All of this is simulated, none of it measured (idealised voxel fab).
Proc. module: voxel self aligned vias
The cross-section shown here is cut; it is 270 nm wide and divided into square cells measuring 5 nm on a side.
Square cells in a grid make up a cross-section in this document, and the grid is given as bands, listed from the top down, each one or more rows of cells.
In this notation a band is specified by the heights of its top and bottom, in that order and in nm, after which its materials appear from left to right, each paired with its width in nm. The word "everywhere" attached to a single material means that material fills the band from edge to edge; the word "blank" stands for empty space.
For the purposes of this specification, 0 denotes the height below which the wafer in its as-received condition is composed wholly of one material, and the lowermost band, lacking a lower limit, extends downward without end, as expressed in "0 nm and below".
Graded width ("30->40"): value in top row of band = first number; value in bottom row = second number; row-to-row change constant.
The cross-section has no changed cell in any step marked "no change occurred".
"Trapped cavities" enumerates empty spaces isolated from the top, with no open way to it, that contain at least 8 cells, giving each as width x height at distance from the left edge, all three in nm.
Read whatever lies past the settings on a step's line as the simulator's own remark about the step.
"overlay nm", when on a step's line for a step with a mask, measures how far to the right of its planned place the mask lay; a negative measure means to the left.
Quick note on how to read the rest: it's all pairs. You get the cross-section before a process step and the one after, but the after one only goes down as far as the lowest band that changed. The step in between, with its settings, sits under the pair. Heads up, the pairs can come from different runs of this module on the same starting wafer, so don't assume a pair picks up from the one above unless its "Before this step" entry says it does.

Before this step:
  0 nm and below | Si everywhere
  Trapped cavities: none

As Processed:
  15 nm to 0 nm | SiO2 everywhere
  All layers under 0 are left as they were.
  Trapped cavities: none
Quick note on the step between the two cross-sections above: CONFORMAL_DEP, material SiO2, thk nm 15

Before this step: Reference is made to the cross-section shown after the step in the pair directly above, which represents the state prior to this step.

As Processed:
  20 nm to 15 nm | SiCN everywhere
  All layers under 15 are left as they were.
  Trapped cavities: none
Quick note on the step between the two cross-sections above: CONFORMAL_DEP, material SiCN, thk nm 5

Before this step: Reference is made to the cross-section shown after the step in the pair directly above, which represents the state prior to this step.

As Processed:
  45 nm to 20 nm | SiO2 everywhere
  All layers under 20 are left as they were.
  Trapped cavities: none
Quick note on the step between the two cross-sections above: DIRECTIONAL_DEP, material SiO2, thk nm 25

Before this step: Reference is made to the cross-section shown after the step in the pair directly above, which represents the state prior to this step.

As Processed:
  60 nm to 45 nm | aC everywhere
  All layers under 45 are left as they were.
  Trapped cavities: none
Quick note on the step between the two cross-sections above: DIRECTIONAL_DEP, material aC, thk nm 15

Before this step: Reference is made to the cross-section shown after the step in the pair directly above, which represents the state prior to this step.

As Processed:
  95 nm to 60 nm | resist 90, then blank 25, then resist 40, then blank 25, then resist 90
  All layers under 60 are left as they were.
  Trapped cavities: none
Quick note on the step between the two cross-sections above: PATTERN, tone open, mask id LINES, material resist, width nm 25, pitch nm 65, thk nm 35, overlay nm 0

Before this step: Reference is made to the cross-section shown after the step in the pair directly above, which represents the state prior to this step.

As Processed:
  80 nm to 60 nm | resist 90, then blank 25, then resist 40, then blank 25, then resist 90
  60 nm to 45 nm | aC 90, then blank 25, then aC 40, then blank 25, then aC 90
  All layers under 45 are left as they were.
  Trapped cavities: none
Quick note on the step between the two cross-sections above: DIRECTIONAL_ETCH, etch materials aC, depth nm 15

Before this step: Reference is made to the cross-section shown after the step in the pair directly above, which represents the state prior to this step.

As Processed:
  60 nm to 45 nm | aC 90, then blank 25, then aC 40, then blank 25, then aC 90
  All layers under 45 are left as they were.
  Trapped cavities: none
Quick note on the step between the two cross-sections above: STRIP, etch materials resist

Before this step: Reference is made to the cross-section shown after the step in the pair directly above, which represents the state prior to this step.

As Processed:
  60 nm to 45 nm | aC 90, then blank 25, then aC 40, then blank 25, then aC 90
  45 nm to 20 nm | SiO2 90, then blank 25, then SiO2 40, then blank 25, then SiO2 90
  All layers under 20 are left as they were.
  Trapped cavities: none
Quick note on the step between the two cross-sections above: DIRECTIONAL_ETCH, etch materials SiO2, depth nm 25

Before this step: Reference is made to the cross-section shown after the step in the pair directly above, which represents the state prior to this step.

As Processed:
  45 nm to 20 nm | SiO2 90, then blank 25, then SiO2 40, then blank 25, then SiO2 90
  All layers under 20 are left as they were.
  Trapped cavities: none
Quick note on the step between the two cross-sections above: STRIP, etch materials aC

Before this step: Reference is made to the cross-section shown after the step in the pair directly above, which represents the state prior to this step.

As Processed:
  50 nm to 45 nm | TiN 95, then blank 15, then TiN 50, then blank 15, then TiN 95
  45 nm to 25 nm | SiO2 90, then TiN 5, then blank 15, then TiN 5, then SiO2 40, then TiN 5, then blank 15, then TiN 5, then SiO2 90
  25 nm to 20 nm | SiO2 90, then TiN 25, then SiO2 40, then TiN 25, then SiO2 90
  All layers under 20 are left as they were.
  Trapped cavities: none
Quick note on the step between the two cross-sections above: CONFORMAL_DEP, material TiN, thk nm 5

Before this step: Reference is made to the cross-section shown after the step in the pair directly above, which represents the state prior to this step.

As Processed:
  60 nm to 50 nm | W everywhere
  50 nm to 45 nm | TiN 95, then W 15, then TiN 50, then W 15, then TiN 95
  45 nm to 25 nm | SiO2 90, then TiN 5, then W 15, then TiN 5, then SiO2 40, then TiN 5, then W 15, then TiN 5, then SiO2 90
  All layers under 25 are left as they were.
  Trapped cavities: none
Quick note on the step between the two cross-sections above: FILL_DEP, material W, thk nm 10

Before this step: Reference is made to the cross-section shown after the step in the pair directly above, which represents the state prior to this step.

As Processed:
  45 nm to 25 nm | SiO2 90, then TiN 5, then W 15, then TiN 5, then SiO2 40, then TiN 5, then W 15, then TiN 5, then SiO2 90
  All layers under 25 are left as they were.
  Trapped cavities: none
Quick note on the step between the two cross-sections above: CMP, height nm 45

Before this step: Reference is made to the cross-section shown after the step in the pair directly above, which represents the state prior to this step.

As Processed:
  45 nm to 35 nm | SiO2 90, then blank 25, then SiO2 40, then blank 25, then SiO2 90
  All layers under 35 are left as they were.
  Trapped cavities: none
Quick note on the step between the two cross-sections above: SELECTIVE_ETCH, etch materials W Ru TiN, depth nm 10

Before this step: Reference is made to the cross-section shown after the step in the pair directly above, which represents the state prior to this step.

As Processed:
  55 nm to 45 nm | SiN everywhere
  45 nm to 35 nm | SiO2 90, then SiN 25, then SiO2 40, then SiN 25, then SiO2 90
  All layers under 35 are left as they were.
  Trapped cavities: none
Quick note on the step between the two cross-sections above: FILL_DEP, material SiN, thk nm 10

Before this step: Reference is made to the cross-section shown after the step in the pair directly above, which represents the state prior to this step.

As Processed:
  45 nm to 35 nm | SiO2 90, then SiN 25, then SiO2 40, then SiN 25, then SiO2 90
  All layers under 35 are left as they were.
  Trapped cavities: none
Quick note on the step between the two cross-sections above: CMP, height nm 45

Before this step: Reference is made to the cross-section shown after the step in the pair directly above, which represents the state prior to this step.

As Processed:
  65 nm to 45 nm | SiO2 everywhere
  All layers under 45 are left as they were.
  Trapped cavities: none
Quick note on the step between the two cross-sections above: DIRECTIONAL_DEP, material SiO2, thk nm 20

Before this step: Reference is made to the cross-section shown after the step in the pair directly above, which represents the state prior to this step.

As Processed:
  80 nm to 65 nm | aC everywhere
  All layers under 65 are left as they were.
  Trapped cavities: none
Quick note on the step between the two cross-sections above: DIRECTIONAL_DEP, material aC, thk nm 15

Before this step: Reference is made to the cross-section shown after the step in the pair directly above, which represents the state prior to this step.

As Processed:
  115 nm to 80 nm | resist 85, then blank 35, then resist 30, then blank 35, then resist 85
  All layers under 80 are left as they were.
  Trapped cavities: none
Quick note on the step between the two cross-sections above: PATTERN, tone open, mask id VIAS, material resist, width nm 35, pitch nm 65, thk nm 35, overlay nm 0

Before this step: Reference is made to the cross-section shown after the step in the pair directly above, which represents the state prior to this step.

As Processed:
  100 nm to 80 nm | resist 85, then blank 35, then resist 30, then blank 35, then resist 85
  80 nm to 65 nm | aC 85, then blank 35, then aC 30, then blank 35, then aC 85
  All layers under 65 are left as they were.
  Trapped cavities: none
Quick note on the step between the two cross-sections above: DIRECTIONAL_ETCH, etch materials aC, depth nm 15

Before this step: Reference is made to the cross-section shown after the step in the pair directly above, which represents the state prior to this step.

As Processed:
  80 nm to 65 nm | aC 85, then blank 35, then aC 30, then blank 35, then aC 85
  All layers under 65 are left as they were.
  Trapped cavities: none
Quick note on the step between the two cross-sections above: STRIP, etch materials resist

Before this step: Reference is made to the cross-section shown after the step in the pair directly above, which represents the state prior to this step.

As Processed:
  80 nm to 65 nm | aC 85, then blank 35, then aC 30, then blank 35, then aC 85
  65 nm to 45 nm | SiO2 85, then blank 35, then SiO2 30, then blank 35, then SiO2 85
  All layers under 45 are left as they were.
  Trapped cavities: none
Quick note on the step between the two cross-sections above: DIRECTIONAL_ETCH, etch materials SiO2, depth nm 20

Before this step: Reference is made to the cross-section shown after the step in the pair directly above, which represents the state prior to this step.

As Processed:
  80 nm to 65 nm | aC 85, then blank 35, then aC 30, then blank 35, then aC 85
  65 nm to 45 nm | SiO2 85, then blank 35, then SiO2 30, then blank 35, then SiO2 85
  45 nm to 35 nm | SiO2 90, then blank 25, then SiO2 40, then blank 25, then SiO2 90
  All layers under 35 are left as they were.
  Trapped cavities: none
Quick note on the step between the two cross-sections above: DIRECTIONAL_ETCH, etch materials SiN, depth nm 10

Before this step: Reference is made to the cross-section shown after the step in the pair directly above, which represents the state prior to this step.

As Processed:
  65 nm to 45 nm | SiO2 85, then blank 35, then SiO2 30, then blank 35, then SiO2 85
  All layers under 45 are left as they were.
  Trapped cavities: none
Quick note on the step between the two cross-sections above: STRIP, etch materials aC

Before this step: Reference is made to the cross-section shown after the step in the pair directly above, which represents the state prior to this step.

As Processed:
  70 nm to 65 nm | TiN 90, then blank 25, then TiN 40, then blank 25, then TiN 90
  65 nm to 50 nm | SiO2 85, then TiN 5, then blank 25, then TiN 5, then SiO2 30, then TiN 5, then blank 25, then TiN 5, then SiO2 85
  50 nm to 40 nm | SiO2 85->90, then TiN 10->5, then blank 15, then TiN 10->5, then SiO2 30->40, then TiN 10->5, then blank 15, then TiN 10->5, then SiO2 85->90
  40 nm to 35 nm | SiO2 90, then TiN 25, then SiO2 40, then TiN 25, then SiO2 90
  All layers under 35 are left as they were.
  Trapped cavities: none
Quick note on the step between the two cross-sections above: CONFORMAL_DEP, material TiN, thk nm 5

Before this step: Reference is made to the cross-section shown after the step in the pair directly above, which represents the state prior to this step.

As Processed:
  80 nm to 70 nm | W everywhere
  70 nm to 65 nm | TiN 90, then W 25, then TiN 40, then W 25, then TiN 90
  65 nm to 50 nm | SiO2 85, then TiN 5, then W 25, then TiN 5, then SiO2 30, then TiN 5, then W 25, then TiN 5, then SiO2 85
  50 nm to 40 nm | SiO2 85->90, then TiN 10->5, then W 15, then TiN 10->5, then SiO2 30->40, then TiN 10->5, then W 15, then TiN 10->5, then SiO2 85->90
  All layers under 40 are left as they were.
  Trapped cavities: none
Quick note on the step between the two cross-sections above: FILL_DEP, material W, thk nm 10

Before this step: Reference is made to the cross-section shown after the step in the pair directly above, which represents the state prior to this step.

As Processed:
  65 nm to 50 nm | SiO2 85, then TiN 5, then W 25, then TiN 5, then SiO2 30, then TiN 5, then W 25, then TiN 5, then SiO2 85
  All layers under 50 are left as they were.
  Trapped cavities: none
Quick note on the step between the two cross-sections above: CMP, height nm 65

Before this step: Reference is made to the cross-section shown after the step in the pair directly above, which represents the state prior to this step.

As Processed:
  70 nm to 65 nm | SiN everywhere
  All layers under 65 are left as they were.
  Trapped cavities: none
Quick note on the step between the two cross-sections above: CONFORMAL_DEP, material SiN, thk nm 5

Before this step:
  15 nm to 0 nm | SiO2 everywhere
  0 nm and below | Si everywhere
  Trapped cavities: none

As Processed:
  40 nm to 0 nm | SiO2 everywhere
  All layers under 0 are left as they were.
  Trapped cavities: none
Quick note on the step between the two cross-sections above: DIRECTIONAL_DEP, material SiO2, thk nm 25

Before this step: Reference is made to the cross-section shown after the step in the pair directly above, which represents the state prior to this step.

As Processed:
  55 nm to 40 nm | aC everywhere
  All layers under 40 are left as they were.
  Trapped cavities: none
Quick note on the step between the two cross-sections above: DIRECTIONAL_DEP, material aC, thk nm 15

Before this step: Reference is made to the cross-section shown after the step in the pair directly above, which represents the state prior to this step.

As Processed:
  90 nm to 55 nm | resist 90, then blank 25, then resist 40, then blank 25, then resist 90
  All layers under 55 are left as they were.
  Trapped cavities: none
Quick note on the step between the two cross-sections above: PATTERN, tone open, mask id LINES, material resist, width nm 25, pitch nm 65, thk nm 35, overlay nm 0

Before this step: Reference is made to the cross-section shown after the step in the pair directly above, which represents the state prior to this step.

As Processed:
  75 nm to 55 nm | resist 90, then blank 25, then resist 40, then blank 25, then resist 90
  55 nm to 40 nm | aC 90, then blank 25, then aC 40, then blank 25, then aC 90
  All layers under 40 are left as they were.
  Trapped cavities: none
Quick note on the step between the two cross-sections above: DIRECTIONAL_ETCH, etch materials aC, depth nm 15

Before this step: Reference is made to the cross-section shown after the step in the pair directly above, which represents the state prior to this step.

As Processed:
  55 nm to 40 nm | aC 90, then blank 25, then aC 40, then blank 25, then aC 90
  All layers under 40 are left as they were.
  Trapped cavities: none
Quick note on the step between the two cross-sections above: STRIP, etch materials resist

Before this step: Reference is made to the cross-section shown after the step in the pair directly above, which represents the state prior to this step.

As Processed:
  55 nm to 40 nm | aC 90, then blank 25, then aC 40, then blank 25, then aC 90
  40 nm to 15 nm | SiO2 90, then blank 25, then SiO2 40, then blank 25, then SiO2 90
  All layers under 15 are left as they were.
  Trapped cavities: none
Quick note on the step between the two cross-sections above: DIRECTIONAL_ETCH, etch materials SiO2, depth nm 25

Before this step: Reference is made to the cross-section shown after the step in the pair directly above, which represents the state prior to this step.

As Processed:
  40 nm to 15 nm | SiO2 90, then blank 25, then SiO2 40, then blank 25, then SiO2 90
  All layers under 15 are left as they were.
  Trapped cavities: none
Quick note on the step between the two cross-sections above: STRIP, etch materials aC

Before this step: Reference is made to the cross-section shown after the step in the pair directly above, which represents the state prior to this step.

As Processed:
  45 nm to 40 nm | TiN 95, then blank 15, then TiN 50, then blank 15, then TiN 95
  40 nm to 20 nm | SiO2 90, then TiN 5, then blank 15, then TiN 5, then SiO2 40, then TiN 5, then blank 15, then TiN 5, then SiO2 90
  20 nm to 15 nm | SiO2 90, then TiN 25, then SiO2 40, then TiN 25, then SiO2 90
  All layers under 15 are left as they were.
  Trapped cavities: none
Quick note on the step between the two cross-sections above: CONFORMAL_DEP, material TiN, thk nm 5

Before this step: Reference is made to the cross-section shown after the step in the pair directly above, which represents the state prior to this step.

As Processed:
  55 nm to 45 nm | W everywhere
  45 nm to 40 nm | TiN 95, then W 15, then TiN 50, then W 15, then TiN 95
  40 nm to 20 nm | SiO2 90, then TiN 5, then W 15, then TiN 5, then SiO2 40, then TiN 5, then W 15, then TiN 5, then SiO2 90
  All layers under 20 are left as they were.
  Trapped cavities: none
Quick note on the step between the two cross-sections above: FILL_DEP, material W, thk nm 10

Before this step: Reference is made to the cross-section shown after the step in the pair directly above, which represents the state prior to this step.

As Processed:
  45 nm to 40 nm | TiN 95, then W 15, then TiN 50, then W 15, then TiN 95
  All layers under 40 are left as they were.
  Trapped cavities: none
Quick note on the step between the two cross-sections above: CMP, height nm 45

Before this step: Reference is made to the cross-section shown after the step in the pair directly above, which represents the state prior to this step.

As Processed:
  40 nm to 35 nm | SiO2 90, then blank 25, then SiO2 40, then blank 25, then SiO2 90
  All layers under 35 are left as they were.
  Trapped cavities: none
Quick note on the step between the two cross-sections above: SELECTIVE_ETCH, etch materials W Ru TiN, depth nm 10

Before this step: Reference is made to the cross-section shown after the step in the pair directly above, which represents the state prior to this step.

As Processed:
  50 nm to 40 nm | SiN everywhere
  40 nm to 35 nm | SiO2 90, then SiN 25, then SiO2 40, then SiN 25, then SiO2 90
  All layers under 35 are left as they were.
  Trapped cavities: none
Quick note on the step between the two cross-sections above: FILL_DEP, material SiN, thk nm 10

Before this step: Reference is made to the cross-section shown after the step in the pair directly above, which represents the state prior to this step.

As Processed:
  45 nm to 40 nm | SiN everywhere
  All layers under 40 are left as they were.
  Trapped cavities: none
Quick note on the step between the two cross-sections above: CMP, height nm 45

Before this step: Reference is made to the cross-section shown after the step in the pair directly above, which represents the state prior to this step.

As Processed:
  65 nm to 45 nm | SiO2 everywhere
  All layers under 45 are left as they were.
  Trapped cavities: none
Quick note on the step between the two cross-sections above: DIRECTIONAL_DEP, material SiO2, thk nm 20

Before this step: Reference is made to the cross-section shown after the step in the pair directly above, which represents the state prior to this step.

As Processed:
  80 nm to 65 nm | aC everywhere
  All layers under 65 are left as they were.
  Trapped cavities: none
Quick note on the step between the two cross-sections above: DIRECTIONAL_DEP, material aC, thk nm 15

Before this step: Reference is made to the cross-section shown after the step in the pair directly above, which represents the state prior to this step.

As Processed:
  115 nm to 80 nm | resist 85, then blank 35, then resist 30, then blank 35, then resist 85
  All layers under 80 are left as they were.
  Trapped cavities: none
Quick note on the step between the two cross-sections above: PATTERN, tone open, mask id VIAS, material resist, width nm 35, pitch nm 65, thk nm 35, overlay nm 0

Before this step: Reference is made to the cross-section shown after the step in the pair directly above, which represents the state prior to this step.

As Processed:
  100 nm to 80 nm | resist 85, then blank 35, then resist 30, then blank 35, then resist 85
  80 nm to 65 nm | aC 85, then blank 35, then aC 30, then blank 35, then aC 85
  All layers under 65 are left as they were.
  Trapped cavities: none
Quick note on the step between the two cross-sections above: DIRECTIONAL_ETCH, etch materials aC, depth nm 15

Before this step: Reference is made to the cross-section shown after the step in the pair directly above, which represents the state prior to this step.

As Processed:
  80 nm to 65 nm | aC 85, then blank 35, then aC 30, then blank 35, then aC 85
  All layers under 65 are left as they were.
  Trapped cavities: none
Quick note on the step between the two cross-sections above: STRIP, etch materials resist

Before this step: Reference is made to the cross-section shown after the step in the pair directly above, which represents the state prior to this step.

As Processed:
  80 nm to 65 nm | aC 85, then blank 35, then aC 30, then blank 35, then aC 85
  65 nm to 45 nm | SiO2 85, then blank 35, then SiO2 30, then blank 35, then SiO2 85
  All layers under 45 are left as they were.
  Trapped cavities: none
Quick note on the step between the two cross-sections above: DIRECTIONAL_ETCH, etch materials SiO2, depth nm 20

Before this step: Reference is made to the cross-section shown after the step in the pair directly above, which represents the state prior to this step.

As Processed:
  80 nm to 65 nm | aC 85, then blank 35, then aC 30, then blank 35, then aC 85
  65 nm to 45 nm | SiO2 85, then blank 35, then SiO2 30, then blank 35, then SiO2 85
  45 nm to 40 nm | SiN 85, then blank 35, then SiN 30, then blank 35, then SiN 85
  40 nm to 35 nm | SiO2 90, then blank 25, then SiO2 40, then blank 25, then SiO2 90
  All layers under 35 are left as they were.
  Trapped cavities: none
Quick note on the step between the two cross-sections above: DIRECTIONAL_ETCH, etch materials SiN, depth nm 10

Before this step: Reference is made to the cross-section shown after the step in the pair directly above, which represents the state prior to this step.

As Processed:
  65 nm to 45 nm | SiO2 85, then blank 35, then SiO2 30, then blank 35, then SiO2 85
  All layers under 45 are left as they were.
  Trapped cavities: none
Quick note on the step between the two cross-sections above: STRIP, etch materials aC

Before this step: Reference is made to the cross-section shown after the step in the pair directly above, which represents the state prior to this step.

As Processed:
  70 nm to 65 nm | TiN 90, then blank 25, then TiN 40, then blank 25, then TiN 90
  65 nm to 45 nm | SiO2 85, then TiN 5, then blank 25, then TiN 5, then SiO2 30, then TiN 5, then blank 25, then TiN 5, then SiO2 85
  45 nm to 40 nm | SiN 85, then TiN 10, then blank 15, then TiN 10, then SiN 30, then TiN 10, then blank 15, then TiN 10, then SiN 85
  40 nm to 35 nm | SiO2 90, then TiN 25, then SiO2 40, then TiN 25, then SiO2 90
  All layers under 35 are left as they were.
  Trapped cavities: none
Quick note on the step between the two cross-sections above: CONFORMAL_DEP, material TiN, thk nm 5

Before this step: Reference is made to the cross-section shown after the step in the pair directly above, which represents the state prior to this step.

As Processed:
  80 nm to 70 nm | W everywhere
  70 nm to 65 nm | TiN 90, then W 25, then TiN 40, then W 25, then TiN 90
  65 nm to 45 nm | SiO2 85, then TiN 5, then W 25, then TiN 5, then SiO2 30, then TiN 5, then W 25, then TiN 5, then SiO2 85
  45 nm to 40 nm | SiN 85, then TiN 10, then W 15, then TiN 10, then SiN 30, then TiN 10, then W 15, then TiN 10, then SiN 85
  All layers under 40 are left as they were.
  Trapped cavities: none
Quick note on the step between the two cross-sections above: FILL_DEP, material W, thk nm 10

Before this step: Reference is made to the cross-section shown after the step in the pair directly above, which represents the state prior to this step.

As Processed:
  65 nm to 45 nm | SiO2 85, then TiN 5, then W 25, then TiN 5, then SiO2 30, then TiN 5, then W 25, then TiN 5, then SiO2 85
  All layers under 45 are left as they were.
  Trapped cavities: none
Quick note on the step between the two cross-sections above: CMP, height nm 65

Before this step: Reference is made to the cross-section shown after the step in the pair directly above, which represents the state prior to this step.

As Processed:
  70 nm to 65 nm | SiN everywhere
  All layers under 65 are left as they were.
  Trapped cavities: none
Quick note on the step between the two cross-sections above: CONFORMAL_DEP, material SiN, thk nm 5

Before this step:
  80 nm to 65 nm | aC 85, then blank 35, then aC 30, then blank 35, then aC 85
  65 nm to 45 nm | SiO2 85, then blank 35, then SiO2 30, then blank 35, then SiO2 85
  45 nm to 35 nm | SiO2 90, then SiN 25, then SiO2 40, then SiN 25, then SiO2 90
  35 nm to 25 nm | SiO2 90, then TiN 5, then W 15, then TiN 5, then SiO2 40, then TiN 5, then W 15, then TiN 5, then SiO2 90
  25 nm to 20 nm | SiO2 90, then TiN 25, then SiO2 40, then TiN 25, then SiO2 90
  20 nm to 15 nm | SiCN everywhere
  15 nm to 0 nm | SiO2 everywhere
  0 nm and below | Si everywhere
  Trapped cavities: none

As Processed:
  80 nm to 65 nm | aC 85, then blank 35, then aC 30, then blank 35, then aC 85
  65 nm to 45 nm | SiO2 85, then blank 35, then SiO2 30, then blank 35, then SiO2 85
  45 nm to 35 nm | SiO2 85, then blank 5, then SiN 25, then blank 5, then SiO2 30, then blank 5, then SiN 25, then blank 5, then SiO2 85
  35 nm to 25 nm | SiO2 85, then blank 5, then TiN 5, then W 15, then TiN 5, then blank 5, then SiO2 30, then blank 5, then TiN 5, then W 15, then TiN 5, then blank 5, then SiO2 85
  All layers under 25 are left as they were.
  Trapped cavities: none
Quick note on the step between the two cross-sections above: DIRECTIONAL_ETCH, etch materials SiO2, depth nm 20

Before this step: Reference is made to the cross-section shown after the step in the pair directly above, which represents the state prior to this step.

As Processed:
  80 nm to 65 nm | aC 85, then blank 35, then aC 30, then blank 35, then aC 85
  65 nm to 35 nm | SiO2 85, then blank 35, then SiO2 30, then blank 35, then SiO2 85
  All layers under 35 are left as they were.
  Trapped cavities: none
Quick note on the step between the two cross-sections above: DIRECTIONAL_ETCH, etch materials SiN, depth nm 10

Before this step: Reference is made to the cross-section shown after the step in the pair directly above, which represents the state prior to this step.

As Processed:
  65 nm to 35 nm | SiO2 85, then blank 35, then SiO2 30, then blank 35, then SiO2 85
  All layers under 35 are left as they were.
  Trapped cavities: none
Quick note on the step between the two cross-sections above: STRIP, etch materials aC

Before this step: Reference is made to the cross-section shown after the step in the pair directly above, which represents the state prior to this step.

As Processed:
  70 nm to 65 nm | TiN 90, then blank 25, then TiN 40, then blank 25, then TiN 90
  65 nm to 40 nm | SiO2 85, then TiN 5, then blank 25, then TiN 5, then SiO2 30, then TiN 5, then blank 25, then TiN 5, then SiO2 85
  40 nm to 35 nm | SiO2 85, then TiN 35, then SiO2 30, then TiN 35, then SiO2 85
  35 nm to 25 nm | SiO2 85, then TiN 10, then W 15, then TiN 10, then SiO2 30, then TiN 10, then W 15, then TiN 10, then SiO2 85
  All layers under 25 are left as they were.
  Trapped cavities: none
Quick note on the step between the two cross-sections above: CONFORMAL_DEP, material TiN, thk nm 5

Before this step: Reference is made to the cross-section shown after the step in the pair directly above, which represents the state prior to this step.

As Processed:
  80 nm to 70 nm | W everywhere
  70 nm to 65 nm | TiN 90, then W 25, then TiN 40, then W 25, then TiN 90
  65 nm to 40 nm | SiO2 85, then TiN 5, then W 25, then TiN 5, then SiO2 30, then TiN 5, then W 25, then TiN 5, then SiO2 85
  All layers under 40 are left as they were.
  Trapped cavities: none
Quick note on the step between the two cross-sections above: FILL_DEP, material W, thk nm 10

Before this step: Reference is made to the cross-section shown after the step in the pair directly above, which represents the state prior to this step.

As Processed:
  65 nm to 40 nm | SiO2 85, then TiN 5, then W 25, then TiN 5, then SiO2 30, then TiN 5, then W 25, then TiN 5, then SiO2 85
  All layers under 40 are left as they were.
  Trapped cavities: none
Quick note on the step between the two cross-sections above: CMP, height nm 65

Before this step: Reference is made to the cross-section shown after the step in the pair directly above, which represents the state prior to this step.

As Processed:
  70 nm to 65 nm | SiN everywhere
  All layers under 65 are left as they were.
  Trapped cavities: none
Quick note on the step between the two cross-sections above: CONFORMAL_DEP, material SiN, thk nm 5

Before this step:
  40 nm to 0 nm | SiO2 everywhere
  0 nm and below | Si everywhere
  Trapped cavities: none

As Processed:
  45 nm to 40 nm | SiCN everywhere
  All layers under 40 are left as they were.
  Trapped cavities: none
Quick note on the step between the two cross-sections above: CONFORMAL_DEP, material SiCN, thk nm 5

Before this step: Reference is made to the cross-section shown after the step in the pair directly above, which represents the state prior to this step.

As Processed:
  60 nm to 45 nm | aC everywhere
  All layers under 45 are left as they were.
  Trapped cavities: none
Quick note on the step between the two cross-sections above: DIRECTIONAL_DEP, material aC, thk nm 15

Before this step: Reference is made to the cross-section shown after the step in the pair directly above, which represents the state prior to this step.

As Processed:
  95 nm to 60 nm | resist 90, then blank 25, then resist 40, then blank 25, then resist 90
  All layers under 60 are left as they were.
  Trapped cavities: none
Quick note on the step between the two cross-sections above: PATTERN, tone open, mask id LINES, material resist, width nm 25, pitch nm 65, thk nm 35, overlay nm 0

Before this step: Reference is made to the cross-section shown after the step in the pair directly above, which represents the state prior to this step.

As Processed:
  80 nm to 60 nm | resist 90, then blank 25, then resist 40, then blank 25, then resist 90
  60 nm to 45 nm | aC 90, then blank 25, then aC 40, then blank 25, then aC 90
  All layers under 45 are left as they were.
  Trapped cavities: none
Quick note on the step between the two cross-sections above: DIRECTIONAL_ETCH, etch materials aC, depth nm 15

Before this step: Reference is made to the cross-section shown after the step in the pair directly above, which represents the state prior to this step.

As Processed:
  60 nm to 45 nm | aC 90, then blank 25, then aC 40, then blank 25, then aC 90
  All layers under 45 are left as they were.
  Trapped cavities: none
Quick note on the step between the two cross-sections above: STRIP, etch materials resist

Before this step: Reference is made to the cross-section shown after the step in the pair directly above, which represents the state prior to this step.

As Processed:
  45 nm to 40 nm | SiCN everywhere
  All layers under 40 are left as they were.
  Trapped cavities: none
Quick note on the step between the two cross-sections above: STRIP, etch materials aC

Before this step: Reference is made to the cross-section shown after the step in the pair directly above, which represents the state prior to this step.

As Processed:
  50 nm to 45 nm | TiN everywhere
  All layers under 45 are left as they were.
  Trapped cavities: none
Quick note on the step between the two cross-sections above: CONFORMAL_DEP, material TiN, thk nm 5

Before this step: Reference is made to the cross-section shown after the step in the pair directly above, which represents the state prior to this step.

As Processed:
  60 nm to 50 nm | W everywhere
  All layers under 50 are left as they were.
  Trapped cavities: none
Quick note on the step between the two cross-sections above: FILL_DEP, material W, thk nm 10

Before this step: Reference is made to the cross-section shown after the step in the pair directly above, which represents the state prior to this step.

As Processed:
  45 nm to 40 nm | SiCN everywhere
  All layers under 40 are left as they were.
  Trapped cavities: none
Quick note on the step between the two cross-sections above: CMP, height nm 45

Before this step: Reference is made to the cross-section shown after the step in the pair directly above, which represents the state prior to this step.

As Processed:
  55 nm to 45 nm | SiN everywhere
  All layers under 45 are left as they were.
  Trapped cavities: none
Quick note on the step between the two cross-sections above: FILL_DEP, material SiN, thk nm 10

Before this step: Reference is made to the cross-section shown after the step in the pair directly above, which represents the state prior to this step.

As Processed:
  45 nm to 40 nm | SiCN everywhere
  All layers under 40 are left as they were.
  Trapped cavities: none
Quick note on the step between the two cross-sections above: CMP, height nm 45

Before this step: Reference is made to the cross-section shown after the step in the pair directly above, which represents the state prior to this step.

As Processed:
  65 nm to 45 nm | SiO2 everywhere
  All layers under 45 are left as they were.
  Trapped cavities: none
Quick note on the step between the two cross-sections above: DIRECTIONAL_DEP, material SiO2, thk nm 20

Before this step: Reference is made to the cross-section shown after the step in the pair directly above, which represents the state prior to this step.

As Processed:
  80 nm to 65 nm | aC everywhere
  All layers under 65 are left as they were.
  Trapped cavities: none
Quick note on the step between the two cross-sections above: DIRECTIONAL_DEP, material aC, thk nm 15

Before this step: Reference is made to the cross-section shown after the step in the pair directly above, which represents the state prior to this step.

As Processed:
  115 nm to 80 nm | resist 85, then blank 35, then resist 30, then blank 35, then resist 85
  All layers under 80 are left as they were.
  Trapped cavities: none
Quick note on the step between the two cross-sections above: PATTERN, tone open, mask id VIAS, material resist, width nm 35, pitch nm 65, thk nm 35, overlay nm 0

Before this step: Reference is made to the cross-section shown after the step in the pair directly above, which represents the state prior to this step.

As Processed:
  100 nm to 80 nm | resist 85, then blank 35, then resist 30, then blank 35, then resist 85
  80 nm to 65 nm | aC 85, then blank 35, then aC 30, then blank 35, then aC 85
  All layers under 65 are left as they were.
  Trapped cavities: none
Quick note on the step between the two cross-sections above: DIRECTIONAL_ETCH, etch materials aC, depth nm 15

Before this step: Reference is made to the cross-section shown after the step in the pair directly above, which represents the state prior to this step.

As Processed:
  80 nm to 65 nm | aC 85, then blank 35, then aC 30, then blank 35, then aC 85
  All layers under 65 are left as they were.
  Trapped cavities: none
Quick note on the step between the two cross-sections above: STRIP, etch materials resist

Before this step: Reference is made to the cross-section shown after the step in the pair directly above, which represents the state prior to this step.

As Processed:
  80 nm to 65 nm | aC 85, then blank 35, then aC 30, then blank 35, then aC 85
  65 nm to 45 nm | SiO2 85, then blank 35, then SiO2 30, then blank 35, then SiO2 85
  All layers under 45 are left as they were.
  Trapped cavities: none
Quick note on the step between the two cross-sections above: DIRECTIONAL_ETCH, etch materials SiO2, depth nm 20

Before this step: Reference is made to the cross-section shown after the step in the pair directly above, which represents the state prior to this step.

As Processed:
  65 nm to 45 nm | SiO2 85, then blank 35, then SiO2 30, then blank 35, then SiO2 85
  All layers under 45 are left as they were.
  Trapped cavities: none
Quick note on the step between the two cross-sections above: STRIP, etch materials aC
